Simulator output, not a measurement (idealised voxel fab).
process module | voxel wiring stack
cross-section cut | 290 nm wide | cells 5 nm
A cross-section is a grid of square cells, given in bands from the top down. A band is one or more rows of cells.
Each band's line starts with the height of the band's top and of its bottom, in nm. Then come its materials from left to right, each with its width in nm. One material with "throughout" fills the band from edge to edge. "air" is empty space.
Height 0 is the level under which the wafer as received is all one material. The lowest band goes on downwards, as in "0 down".
A width such as "30 to 40" changes by the same amount from each row of cells to the next, from the band's top row to its bottom row.
"no change" after a step means that no cell of the cross-section changed.
closed voids: empty space of 8 cells or more with no open way to the top, each as width x height at its distance from the left edge, in nm
after a step's settings: what the simulator itself notes on the step
overlay nm, on a step with a mask: how far to the right of its planned place the mask lay; to the left if negative
plan
1 op RECEIVE | material Si
2 op CONFORMAL_DEP | material SiO2 | thk nm 15
3 op CONFORMAL_DEP | material SiCN | thk nm 5
4 op DIRECTIONAL_DEP | material lowk | thk nm 20
5 op DIRECTIONAL_DEP | material aC | thk nm 10
6 op PATTERN | tone open | mask id METAL_1 | material resist | width nm 30 | pitch nm 45 | thk nm 25 | overlay nm 0
7 op DIRECTIONAL_ETCH | etch materials aC | depth nm 10
8 op STRIP | etch materials resist
9 op DIRECTIONAL_ETCH | etch materials lowk | depth nm 20
10 op DIRECTIONAL_ETCH | etch materials SiCN | depth nm 5
11 op STRIP | etch materials aC
12 op CONFORMAL_DEP | material TiN | thk nm 5
13 op FILL_DEP | material Cu | thk nm 10
14 op CMP | height nm 40
15 op CONFORMAL_DEP | material SiCN | thk nm 5
16 op DIRECTIONAL_DEP | material SiO2 | thk nm 15
17 op PATTERN | tone open | mask id PLUG_1 | material resist | width nm 15 | pitch nm 45 | thk nm 15 | overlay nm 0
18 op DIRECTIONAL_ETCH | etch materials SiO2 | depth nm 15
19 op DIRECTIONAL_ETCH | etch materials SiCN | depth nm 5
20 op STRIP | etch materials resist
21 op EPI | material Ru | thk nm 10
22 op EPI | material Ru | thk nm 10
23 op CONFORMAL_DEP | material SiCN | thk nm 5
24 op DIRECTIONAL_DEP | material lowk | thk nm 20
25 op MASKED_ETCH | tone open | mask id METAL_2 | width nm 30 | pitch nm 45 | etch materials lowk | depth nm 20 | overlay nm 0
26 op MASKED_ETCH | tone open | mask id METAL_2 | width nm 30 | pitch nm 45 | etch materials SiCN | depth nm 5 | overlay nm 0
27 op CONFORMAL_DEP | material TiN | thk nm 5
28 op FILL_DEP | material W | thk nm 10
29 op CMP | height nm 85
30 op CONFORMAL_DEP | material SiCN | thk nm 5
31 op DIRECTIONAL_DEP | material lowk | thk nm 25
32 op PATTERN | tone open | mask id METAL_3_HOLES | material resist | width nm 15 | pitch nm 90 | thk nm 15 | overlay nm 0
33 op DIRECTIONAL_ETCH | etch materials lowk | depth nm 25
34 op STRIP | etch materials resist
35 op DIRECTIONAL_DEP | material aC | thk nm 15
36 op PATTERN | tone open | mask id METAL_3 | material resist | width nm 30 | pitch nm 45 | thk nm 35 | overlay nm 0
37 op DIRECTIONAL_ETCH | etch materials aC | depth nm 15
38 op STRIP | etch materials resist
39 op DIRECTIONAL_ETCH | etch materials lowk | depth nm 15
40 op DIRECTIONAL_ETCH | etch materials SiCN | depth nm 5
41 op STRIP | etch materials aC
42 op CONFORMAL_DEP | material TiN | thk nm 5
43 op FILL_DEP | material Cu | thk nm 5
44 op CMP | height nm 115
45 op CONFORMAL_DEP | material SiCN | thk nm 5
as received, after step 1
  0 down: Si throughout
  closed voids: none
a wafer at the end: this start, this plan, one mistake
  120 to 115: SiCN throughout
  115 to 105: lowk 60 | TiN 5 | Cu 20 | TiN 5 | lowk 15 | TiN 5 | Cu 20 | TiN 5 | lowk 15 | TiN 5 | Cu 20 | TiN 5 | lowk 15 | TiN 5 | Cu 20 | TiN 5 | lowk 65
  105 to 100: lowk 60 | TiN 5 | Cu 5 | TiN 20 | lowk 15 | TiN 30 | lowk 15 | TiN 5 | Cu 5 | TiN 20 | lowk 15 | TiN 30 | lowk 65
  100 to 90: lowk 60 | TiN 5 | Cu 5 | TiN 5 | lowk 75 | TiN 5 | Cu 5 | TiN 5 | lowk 125
  90 to 85: SiCN 60 | TiN 15 | SiCN 75 | TiN 15 | SiCN 125
  85 to 70: W 50 | TiN 5 | lowk 5 | TiN 5 | W 20 | TiN 5 | lowk 15 | TiN 5 | W 20 | TiN 5 | lowk 15 | TiN 5 | W 20 | TiN 5 | lowk 15 | TiN 5 | W 20 | TiN 5 | lowk 25 | TiN 5 | W 35
  70 to 65: TiN 55 | lowk 5 | TiN 5 | W 20 | TiN 5 | lowk 15 | TiN 5 | W 20 | TiN 5 | lowk 15 | TiN 5 | W 20 | TiN 5 | lowk 15 | TiN 5 | W 20 | TiN 5 | lowk 25 | TiN 40
  65 to 60: lowk 55 | SiCN 5 | TiN 30 | SiCN 15 | TiN 30 | SiCN 15 | TiN 30 | SiCN 15 | TiN 30 | SiCN 25 | lowk 40
  60 to 45: lowk 55 | SiCN 5 | SiO2 15 | Ru 30 | SiO2 15 | Ru 30 | SiO2 15 | Ru 30 | SiO2 15 | Ru 35 | SiCN 5 | lowk 40
  45 to 40: SiCN 75 | Ru 30 | SiCN 15 | Ru 30 | SiCN 15 | Ru 30 | SiCN 15 | Ru 35 | SiCN 45
  40 to 20: lowk 60 | TiN 5 | Cu 20 | TiN 5 | lowk 15 | TiN 5 | Cu 20 | TiN 5 | lowk 15 | TiN 5 | Cu 20 | TiN 5 | lowk 15 | TiN 5 | Cu 20 | TiN 5 | lowk 65
  20 to 15: SiCN 60 | TiN 30 | SiCN 15 | TiN 30 | SiCN 15 | TiN 30 | SiCN 15 | TiN 30 | SiCN 65
  15 to 0: SiO2 throughout
  0 down: Si throughout
  closed voids: none
what went wrong: step 17 ran as: op PATTERN | tone cover | mask id PLUG_1 | material resist | width nm 15 | pitch nm 45 | thk nm 15 | overlay nm 0
